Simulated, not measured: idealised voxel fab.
This section sets out a process module, namely voxel wiring stack.
The cross-section shown here is cut; it is 215 nm wide and divided into square cells measuring 5 nm on a side.
Bands, listed from the top down, are how a cross-section gets written in this document; the cross-section itself is a grid of square cells, and a band is one or more rows of them. It is stipulated that each band's entry specify, in nanometres, the height of the top of the band and then that of its bottom, followed by the materials of the band in left-to-right sequence, each together with its width in nanometres. A single material marked by the word "everywhere" is understood to fill the band from edge to edge; the word "blank" is understood to denote empty space. Below 0: as-received wafer, all one material; heights counted from there. Lowest band: no bottom, goes on down, written "0 and below". You'd read "30->40" like this: the band's top row of cells is as wide as the first number, its bottom row is as wide as the second, and going down, every row changes width by the same amount as the row before did. You'll sometimes find "same as before" written for a step, and that's the way of saying that nowhere in the cross-section did a cell change during that step. Each empty space that has no open way to the top and spans at least 8 cells appears under "Closed internal voids" as width x height at distance, the distance counted from the left edge, all in nm. On a step's line, text after the settings is the simulator commenting on that step. The line of a step may include "overlay nm". On a step with a mask, this value is how far to the right of its planned place the mask lay. A negative value means the mask lay to the left. Reading guide: pairs of cross-sections, before and after one process step; after view cut off at lowest changed band; step and settings listed under each pair. Pairs may stem from different runs of this module on the same starting wafer; continuity with the pair above only where the "Pre-process" entry states it.
-- Pre-process
> 100 down to 85 | lowk: 45, blank: 15, lowk: 85, blank: 15, lowk: 55
> 85 down to 80 | SiCN: 45, blank: 15, SiCN: 85, blank: 15, SiCN: 55
> 80 down to 60 | SiO2: 60, Ru: 10, SiO2: 25, Ru: 25, SiO2: 40, Ru: 10, SiO2: 45
> 60 down to 55 | SiO2: 60, TiN: 10, SiO2: 25, TiN: 25, SiO2: 40, TiN: 10, SiO2: 45
> 55 down to 35 | lowk: 45, Ru: 15, lowk: 85, Ru: 15, lowk: 55
> 35 down to 30 | SiCN: 45, TiN: 15, SiCN: 85, TiN: 15, SiCN: 55
> 30 down to 20 | W: 40, TiN: 5, SiO2: 25, TiN: 5, W: 15, TiN: 5, SiO2: 25, TiN: 5, W: 15, TiN: 5, SiO2: 25, TiN: 5, W: 40
> 20 down to 15 | TiN: 45, SiO2: 25, TiN: 25, SiO2: 25, TiN: 25, SiO2: 25, TiN: 45
> 15 down to 10 | SiCN everywhere
> 10 down to 0 | SiO2 everywhere
> 0 and below | Si everywhere
> Closed internal voids: none
-- Cross-Section Thereafter
> 105 down to 100 | TiN: 50, blank: 5, TiN: 95, blank: 5, TiN: 60
> 100 down to 85 | lowk: 45, TiN: 5, blank: 5, TiN: 5, lowk: 85, TiN: 5, blank: 5, TiN: 5, lowk: 55
> 85 down to 80 | SiCN: 45, TiN: 15, SiCN: 85, TiN: 15, SiCN: 55
> Heights below 80 show no change.
> Closed internal voids: none
Can you say which step sits between the two cross-sections above? op CONFORMAL_DEP | material TiN | thk nm 5
Pre-process: just use the after drawing of the pair above as your starting point.
-- Cross-Section Thereafter
> 110 down to 105 | Cu everywhere
> 105 down to 100 | TiN: 50, Cu: 5, TiN: 95, Cu: 5, TiN: 60
> 100 down to 85 | lowk: 45, TiN: 5, Cu: 5, TiN: 5, lowk: 85, TiN: 5, Cu: 5, TiN: 5, lowk: 55
> Heights below 85 show no change.
> Closed internal voids: none
Can you say which step sits between the two cross-sections above? op FILL_DEP | material Cu | thk nm 5
Pre-process: just use the after drawing of the pair above as your starting point.
-- Cross-Section Thereafter
> 100 down to 85 | lowk: 45, TiN: 5, Cu: 5, TiN: 5, lowk: 85, TiN: 5, Cu: 5, TiN: 5, lowk: 55
> Heights below 85 show no change.
> Closed internal voids: none
Can you say which step sits between the two cross-sections above? op CMP | height nm 100
Pre-process: just use the after drawing of the pair above as your starting point.
-- Cross-Section Thereafter
> 105 down to 100 | TiN everywhere
> Heights below 100 show no change.
> Closed internal voids: none
Can you say which step sits between the two cross-sections above? op DIRECTIONAL_DEP | material TiN | thk nm 5
Pre-process: just use the after drawing of the pair above as your starting point.
-- Cross-Section Thereafter
> 120 down to 105 | Ru everywhere
> Heights below 105 show no change.
> Closed internal voids: none
Can you say which step sits between the two cross-sections above? op DIRECTIONAL_DEP | material Ru | thk nm 15
Pre-process: just use the after drawing of the pair above as your starting point.
-- Cross-Section Thereafter
> 120 down to 105 | blank: 45, Ru: 25, blank: 25, Ru: 25, blank: 25, Ru: 25, blank: 45
> Heights below 105 show no change.
> Closed internal voids: none
Can you say which step sits between the two cross-sections above? op MASKED_ETCH | tone cover | mask id METAL_3 | width nm 25 | pitch nm 50 | etch materials Ru | depth nm 15 | overlay nm 0
Pre-process: just use the after drawing of the pair above as your starting point.
-- Cross-Section Thereafter
> 120 down to 105 | blank: 45, Ru: 25, blank: 25, Ru: 25, blank: 25, Ru: 25, blank: 45
> 105 down to 100 | blank: 45, TiN: 25, blank: 25, TiN: 25, blank: 25, TiN: 25, blank: 45
> Heights below 100 show no change.
> Closed internal voids: none
Can you say which step sits between the two cross-sections above? op MASKED_ETCH | tone cover | mask id METAL_3 | width nm 25 | pitch nm 50 | etch materials TiN | depth nm 5 | overlay nm 0
Pre-process: just use the after drawing of the pair above as your starting point.
-- Cross-Section Thereafter
> 130 down to 120 | SiO2 everywhere
> 120 down to 105 | SiO2: 45, Ru: 25, SiO2: 25, Ru: 25, SiO2: 25, Ru: 25, SiO2: 45
> 105 down to 100 | SiO2: 45, TiN: 25, SiO2: 25, TiN: 25, SiO2: 25, TiN: 25, SiO2: 45
> Heights below 100 show no change.
> Closed internal voids: none
Can you say which step sits between the two cross-sections above? op FILL_DEP | material SiO2 | thk nm 10
Pre-process: just use the after drawing of the pair above as your starting point.
-- Cross-Section Thereafter
> 120 down to 105 | SiO2: 45, Ru: 25, SiO2: 25, Ru: 25, SiO2: 25, Ru: 25, SiO2: 45
> Heights below 105 show no change.
> Closed internal voids: none
Can you say which step sits between the two cross-sections above? op CMP | height nm 120
Pre-process: just use the after drawing of the pair above as your starting point.
-- Cross-Section Thereafter
> 125 down to 120 | SiN everywhere
> Heights below 120 show no change.
> Closed internal voids: none
Can you say which step sits between the two cross-sections above? op CONFORMAL_DEP | material SiN | thk nm 5
